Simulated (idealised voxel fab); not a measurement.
Process module heading - voxel transistor to metal
Cross-section cut: width 270 nm, square cells of 5 nm.
Cross-section layout: square cells on a grid; listed as bands, top to bottom; a band spans one or more cell rows. Top, bottom (nm), then materials left to right with widths (nm); lone material tagged "edge to edge" fills the whole band edge to edge; "blank" = empty space. Heads up on the height convention: 0 is the point under which the incoming wafer is all one material, and the lowest band has no bottom, it just keeps going down, like "z 0 and below". Think of "30..40" as a width that walks from the first number to the second as you go down the band, top row to bottom row, taking equal-sized steps from row to row. It should be understood that the words "remains unaltered", when stated for a given step, signify that the cross-section underwent no change in any of its cells during that step. "Closed-off voids": sealed empty spaces, 8 cells or more, no open way to top, listed width x height at distance, with distance from the left edge and width, height and distance in nm. after a step's settings: what the simulator itself notes on the step. overlay nm: for a step with a mask, the amount by which the mask lay right of where it was planned; a negative amount means left of it.
[Planned process steps]
1) op RECEIVE | material Si
2) op CONFORMAL_DEP | material SiO2 | thk nm 5
3) op CONFORMAL_DEP | material SiN | thk nm 10
4) op MASKED_ETCH | tone cover | mask id ACTIVE | width nm 100 | pitch nm 130 | etch materials SiN | depth nm 10 | overlay nm 0
5) op MASKED_ETCH | tone cover | mask id ACTIVE | width nm 100 | pitch nm 130 | etch materials SiO2 | depth nm 5 | overlay nm 0
6) op MASKED_ETCH | tone cover | mask id ACTIVE | width nm 100 | pitch nm 130 | etch materials Si | depth nm 25 | overlay nm 0
7) op OXIDIZE | depth nm 5
8) op FILL_DEP | material SiO2 | thk nm 10
9) op CMP | height nm 15
10) op SELECTIVE_ETCH | etch materials SiO2 | depth nm 5
11) op STRIP | etch materials SiN
12) op SELECTIVE_ETCH | etch materials SiO2 | depth nm 5
13) op OXIDIZE | depth nm 5
14) op DIRECTIONAL_DEP | material polySi | thk nm 30
15) op DIRECTIONAL_DEP | material SiCN | thk nm 10
16) op DIRECTIONAL_DEP | material aC | thk nm 15
17) op PATTERN | tone cover | mask id GATE | material resist | width nm 30 | pitch nm 130 | thk nm 30 | overlay nm 0
18) op DIRECTIONAL_ETCH | etch materials aC | depth nm 15
19) op STRIP | etch materials resist
20) op DIRECTIONAL_ETCH | etch materials SiCN | depth nm 20
21) op DIRECTIONAL_ETCH | etch materials polySi | depth nm 40
22) op STRIP | etch materials aC
23) op CONFORMAL_DEP | material SiN | thk nm 10
24) op DIRECTIONAL_ETCH | etch materials SiN | depth nm 10
25) op DIRECTIONAL_ETCH | etch materials SiO2 | depth nm 5
26) op DIRECTIONAL_ETCH | etch materials Si | depth nm 10
27) op EPI | material pSi | thk nm 10
28) op FILL_DEP | material SiO2 | thk nm 10
29) op CMP | height nm 30
30) op STRIP | etch materials polySi
31) op SELECTIVE_ETCH | etch materials SiO2 | depth nm 5
32) op CONFORMAL_DEP | material HfO2 | thk nm 5
33) op CONFORMAL_DEP | material TiN | thk nm 5
34) op FILL_DEP | material W | thk nm 5
35) op CMP | height nm 25
36) op DIRECTIONAL_DEP | material SiO2 | thk nm 15
37) op PATTERN | tone open | mask id CONTACT | material resist | width nm 15 | thk nm 20 | overlay nm 0
38) op DIRECTIONAL_ETCH | etch materials SiO2 | depth nm 45
39) op STRIP | etch materials resist
40) op CONFORMAL_DEP | material TiN | thk nm 5
41) op FILL_DEP | material Ru | thk nm 5
42) op CMP | height nm 40
43) op CONFORMAL_DEP | material SiCN | thk nm 5
44) op DIRECTIONAL_DEP | material lowk | thk nm 15
45) op MASKED_ETCH | tone open | mask id METAL_1 | width nm 15 | etch materials lowk | depth nm 15 | overlay nm 0
46) op MASKED_ETCH | tone open | mask id METAL_1 | width nm 15 | etch materials SiCN | depth nm 5 | overlay nm 0
47) op CONFORMAL_DEP | material TiN | thk nm 5
48) op FILL_DEP | material Cu | thk nm 5
49) op CMP | height nm 60
50) op CONFORMAL_DEP | material SiCN | thk nm 5
51) op DIRECTIONAL_DEP | material SiO2 | thk nm 35
52) op PATTERN | tone open | mask id METAL_2 | material resist | width nm 15 | pitch nm 130 | thk nm 15 | overlay nm 0
53) op DIRECTIONAL_ETCH | etch materials SiO2 | depth nm 20
54) op STRIP | etch materials resist
55) op DIRECTIONAL_DEP | material aC | thk nm 10
56) op PATTERN | tone open | mask id METAL_2_HOLES | material resist | width nm 15 | pitch nm 130 | thk nm 30 | overlay nm 0
57) op DIRECTIONAL_ETCH | etch materials aC | depth nm 10
58) op STRIP | etch materials resist
59) op DIRECTIONAL_ETCH | etch materials SiO2 | depth nm 15
60) op DIRECTIONAL_ETCH | etch materials SiCN | depth nm 5
61) op STRIP | etch materials aC
62) op CONFORMAL_DEP | material TiN | thk nm 5
63) op FILL_DEP | material Ru | thk nm 5
64) op CMP | height nm 100
65) op CONFORMAL_DEP | material SiN | thk nm 5
[Wafer cross-section on receipt, i.e. after step 1]
    z 0 and below | Si edge to edge
    Closed-off voids: none
[The module was run from the start shown above using the plan shown above, but one mistake was made doing it; the resulting wafer cross-section is below]
    z 105 to 100 | SiN edge to edge
    z 100 to 85 | SiO2: 20  TiN: 5  Ru: 15  TiN: 5  SiO2: 105  TiN: 5  Ru: 15  TiN: 5  SiO2: 95
    z 85 to 80 | SiO2: 20  TiN: 10  Ru: 5  TiN: 10  SiO2: 105  TiN: 10  Ru: 5  TiN: 10  SiO2: 95
    z 80 to 65 | SiO2: 25  TiN: 5  Ru: 5  TiN: 5  SiO2: 115  TiN: 5  Ru: 5  TiN: 5  SiO2: 100
    z 65 to 60 | SiCN: 25  TiN: 15  SiCN: 115  TiN: 15  SiCN: 100
    z 60 to 45 | lowk: 25  TiN: 5  Cu: 5  TiN: 5  lowk: 60  TiN: 5  Cu: 5  TiN: 5  lowk: 40  TiN: 5  Cu: 5  TiN: 5  lowk: 60  TiN: 5  Cu: 5  TiN: 5  lowk: 25
    z 45 to 40 | SiCN: 25  TiN: 15  SiCN: 60  TiN: 15  SiCN: 40  TiN: 15  SiCN: 60  TiN: 15  SiCN: 25
    z 40 to 25 | SiO2: 25  TiN: 5  Ru: 5  TiN: 5  SiO2: 60  TiN: 5  Ru: 5  TiN: 5  SiO2: 40  TiN: 5  Ru: 5  TiN: 5  SiO2: 60  TiN: 5  Ru: 5  TiN: 5  SiO2: 25
    z 25 to 10 | SiO2: 25  TiN: 5  Ru: 5  TiN: 5  SiO2: 5  SiN: 10  HfO2: 5  TiN: 5  W: 10  TiN: 5  HfO2: 5  SiN: 10  SiO2: 5  TiN: 5  Ru: 5  TiN: 5  SiO2: 40  TiN: 5  Ru: 5  TiN: 5  SiO2: 5  SiN: 10  HfO2: 5  TiN: 5  W: 10  TiN: 5  HfO2: 5  SiN: 10  SiO2: 5  TiN: 5  Ru: 5  TiN: 5  SiO2: 25
    z 10 to 5 | SiO2: 25  TiN: 15  SiO2: 5  SiN: 10  HfO2: 5  TiN: 5  W: 10  TiN: 5  HfO2: 5  SiN: 10  SiO2: 5  TiN: 15  SiO2: 40  TiN: 15  SiO2: 5  SiN: 10  HfO2: 5  TiN: 5  W: 10  TiN: 5  HfO2: 5  SiN: 10  SiO2: 5  TiN: 15  SiO2: 25
    z 5 to 0 | SiO2: 15  SiN: 10  TiN: 10  pSi: 10  SiN: 10  HfO2: 5  TiN: 20  HfO2: 5  SiN: 10  pSi: 10  TiN: 10  SiN: 10  SiO2: 20  SiN: 10  TiN: 10  pSi: 10  SiN: 10  HfO2: 5  TiN: 20  HfO2: 5  SiN: 10  pSi: 10  TiN: 10  SiN: 10  SiO2: 15
    z 0 to -5 | SiO2: 25  TiN: 10  pSi: 10  SiO2: 5  HfO2: 40  SiO2: 5  pSi: 10  TiN: 10  SiO2: 40  TiN: 10  pSi: 10  SiO2: 5  HfO2: 40  SiO2: 5  pSi: 10  TiN: 10  SiO2: 25
    z -5 to -15 | SiO2: 25  pSi: 20  Si: 50  pSi: 20  SiO2: 40  pSi: 20  Si: 50  pSi: 20  SiO2: 25
    z -15 to -30 | SiO2: 25  Si: 90  SiO2: 40  Si: 90  SiO2: 25
    z -30 and below | Si edge to edge
    Closed-off voids: none
What was the processing mistake? step 52 changed vs plan, executed as op PATTERN | tone open | mask id METAL_2 | material resist | width nm 25 | pitch nm 130 | thk nm 15 | overlay nm 0
